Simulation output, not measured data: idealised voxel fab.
Process module under the name voxel capacitor over wiring
150 nm wide, 5 nm square cells: that's cross-section cut.
For the purposes of this document, a cross-section shall be understood as a grid of square cells, specified as bands listed in top-to-bottom order, each band consisting of one or more rows of cells. Band entry format. Leading values: height of top, height of bottom, nm. Remainder: materials in left-to-right order, each with its width in nm. Special words: "edge to edge" on a single material, which then fills the band edge to edge; "air", empty space. Height is counted from the level 0, under which the received wafer is composed throughout of one material. The lowest of the bands is not closed at the bottom but continues downward, in the notation "0 and below". Read "30->40" as a graded width: first number on top, second number at the bottom, same change between each pair of neighbouring rows. You'll sometimes find "no modifications" written for a step, and that's the way of saying that nowhere in the cross-section did a cell change during that step. "Closed void register": empty spaces of 8 cells or more with no open way to the top, each given as width x height at distance, distance from the left edge, all in nm. Read whatever lies past the settings on a step's line as the simulator's own remark about the step. On any step carrying a mask, the "overlay nm" setting, if present on the step's line, tells how far right of its planned place the mask lay; negative values point to the left.

Set out below are the planned steps of the process
step 1: RECEIVE with material Si
step 2: CONFORMAL_DEP with material SiO2, thk nm 10
step 3: DIRECTIONAL_DEP with material TiN, thk nm 5
step 4: DIRECTIONAL_DEP with material W, thk nm 15
step 5: MASKED_ETCH with tone cover, mask id METAL_1, width nm 30, pitch nm 90, etch materials W, depth nm 15, overlay nm 0
step 6: MASKED_ETCH with tone cover, mask id METAL_1, width nm 30, pitch nm 90, etch materials TiN, depth nm 5, overlay nm 0
step 7: CONFORMAL_DEP with material SiCN, thk nm 5
step 8: FILL_DEP with material lowk, thk nm 5
step 9: CMP with height nm 30
step 10: CONFORMAL_DEP with material SiCN, thk nm 5
step 11: DIRECTIONAL_DEP with material lowk, thk nm 15
step 12: MASKED_ETCH with tone open, mask id PLUG_1, width nm 15, etch materials lowk, depth nm 15, overlay nm 0
step 13: MASKED_ETCH with tone open, mask id PLUG_1, width nm 15, etch materials SiCN, depth nm 5, overlay nm 0
step 14: EPI with material Ru, thk nm 10
step 15: EPI with material Ru, thk nm 10
step 16: DIRECTIONAL_DEP with material TiN, thk nm 10
step 17: DIRECTIONAL_DEP with material SiN, thk nm 5
step 18: DIRECTIONAL_DEP with material TiN, thk nm 10
step 19: DIRECTIONAL_DEP with material aC, thk nm 15
step 20: PATTERN with tone cover, mask id UPPER_PLATE, material resist, width nm 65, thk nm 35, overlay nm 0
step 21: DIRECTIONAL_ETCH with etch materials aC, depth nm 15
step 22: STRIP with etch materials resist
step 23: DIRECTIONAL_ETCH with etch materials TiN, depth nm 10
step 24: DIRECTIONAL_ETCH with etch materials SiN, depth nm 5
step 25: STRIP with etch materials aC
step 26: DIRECTIONAL_DEP with material aC, thk nm 15
step 27: PATTERN with tone cover, mask id LOWER_PLATE, material resist, width nm 75, thk nm 35, overlay nm 0
step 28: DIRECTIONAL_ETCH with etch materials aC, depth nm 15
step 29: STRIP with etch materials resist
step 30: DIRECTIONAL_ETCH with etch materials TiN, depth nm 10
step 31: STRIP with etch materials aC
step 32: FILL_DEP with material SiO2, thk nm 15
step 33: CMP with height nm 85
step 34: PATTERN with tone open, mask id PLUG_2, material resist, width nm 15, thk nm 20, overlay nm 0
step 35: DIRECTIONAL_ETCH with etch materials SiO2, depth nm 10
step 36: STRIP with etch materials resist
step 37: CONFORMAL_DEP with material TiN, thk nm 5
step 38: FILL_DEP with material Cu, thk nm 10
step 39: CMP with height nm 85
step 40: CONFORMAL_DEP with material SiCN, thk nm 5

Delivered wafer in cross-section: state after step 1
> 0 and below: Si edge to edge
> Closed void register: none

Cross-sectional view of the first of the two wafers upon completion of the module, processed in accordance with the plan
> 90 down to 85: SiCN edge to edge
> 85 down to 80: SiO2 40; TiN 5; Cu 5; TiN 5; SiO2 95
> 80 down to 75: SiO2 40; TiN 15; SiO2 95
> 75 down to 65: SiO2 30; TiN 65; SiO2 55
> 65 down to 60: SiO2 30; SiN 65; SiO2 55
> 60 down to 50: SiO2 25; TiN 75; SiO2 50
> 50 down to 35: lowk 30; Ru 15; lowk 105
> 35 down to 30: SiCN 30; Ru 15; SiCN 105
> 30 down to 15: lowk 10; SiCN 5; W 30; SiCN 5; lowk 50; SiCN 5; W 30; SiCN 5; lowk 10
> 15 down to 10: SiCN 15; TiN 30; SiCN 60; TiN 30; SiCN 15
> 10 down to 0: SiO2 edge to edge
> 0 and below: Si edge to edge
> Closed void register: none

Here's the second of our two wafers sectioned at module end. Same start as the first, same plan, but one mistake got made running it
> 90 down to 85: SiCN edge to edge
> 85 down to 80: SiO2 40; TiN 5; Cu 5; TiN 5; SiO2 95
> 80 down to 75: SiO2 40; TiN 15; SiO2 95
> 75 down to 65: SiO2 45; TiN 50; SiO2 55
> 65 down to 60: SiO2 45; SiN 50; SiO2 55
> 60 down to 55: SiO2 25; TiN 5; SiO2 15; TiN 55; SiO2 50
> 55 down to 50: SiO2 25; TiN 75; SiO2 50
> 50 down to 45: lowk 30; TiN 15; lowk 105
> 45 down to 40: lowk 30; SiN 15; lowk 105
> 40 down to 35: lowk 30; TiN 15; lowk 105
> 35 down to 30: SiCN 30; TiN 15; SiCN 105
> 30 down to 25: lowk edge to edge
> 25 down to 20: lowk 10; SiCN 40; lowk 50; SiCN 40; lowk 10
> 20 down to 5: lowk 10; SiCN 5; W 30; SiCN 5; lowk 50; SiCN 5; W 30; SiCN 5; lowk 10
> 5 down to 0: SiCN 15; TiN 30; SiCN 60; TiN 30; SiCN 15
> 0 and below: Si edge to edge
> Closed void register: none
Which mistake was made when the wafer was run? plan step 2 skipped
Per the end-of-run cell counts, the second wafer holds more or fewer of some materials than the first: Ru: 12 fewer, SiCN: 16 more, SiO2: 48 fewer, lowk: 44 more
